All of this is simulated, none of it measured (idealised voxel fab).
Process module heading - voxel lift off
Each square cell in cross-section cut measures 5 nm, and the section as a whole is 180 nm wide.
Cross-sections here: square-cell grids, written as top-down lists of bands, a band being one or more rows of cells.
Per band: top height and bottom height in nm, followed by the left-to-right materials and their widths in nm; "edge to edge" marks a single material spanning edge to edge, "blank" marks empty space.
Convention: height 0 is the level below which the wafer, as received, is all one material. The lowest band does not terminate at the bottom but continues downward, represented as "0 and below".
You'd read "30..40" like this: the band's top row of cells is as wide as the first number, its bottom row is as wide as the second, and going down, every row changes width by the same amount as the row before did.
A step reported as "identical to before" is a step in which no cell of the cross-section changed.
"Closed void catalog": sealed empty spaces, 8 cells or more, no open way to top, listed width x height at distance, with distance from the left edge and width, height and distance in nm.
Note: text after step settings on the step line = simulator remark on that step.
When a step includes a mask, the "overlay nm" setting on its line states how far to the right of its planned place that mask lay, and negative values state how far to the left.
Process steps - plan
| 1 | RECEIVE with material Si |
| 2 | CONFORMAL_DEP with material SiO2, thk nm 10 |
| 3 | PATTERN with tone open, mask id LINES, material resist, width nm 15, pitch nm 35, thk nm 15, overlay nm 0 |
| 4 | DIRECTIONAL_DEP with material Ru, thk nm 5 |
| 5 | STRIP with etch materials resist |
| 6 | CONFORMAL_DEP with material SiO2, thk nm 10 |
Incoming wafer, cross-sectional view, post step 1
* 0 and below: Si edge to edge
* Closed void catalog: none
This is how the wafer looks in cross-section once the module is done, given the starting state and plan above and one mistake in carrying the plan out
* 15 down to 10: 35 nm blank / 105 nm SiO2 / 40 nm blank
* 10 down to 5: SiO2 edge to edge
* 5 down to 0: 45 nm SiO2 / 15 nm Ru / 20 nm SiO2 / 15 nm Ru / 20 nm SiO2 / 15 nm Ru / 50 nm SiO2
* 0 and below: Si edge to edge
* Closed void catalog: none
In executing the process, a mistake was made relative to the plan: plan step 2 skipped
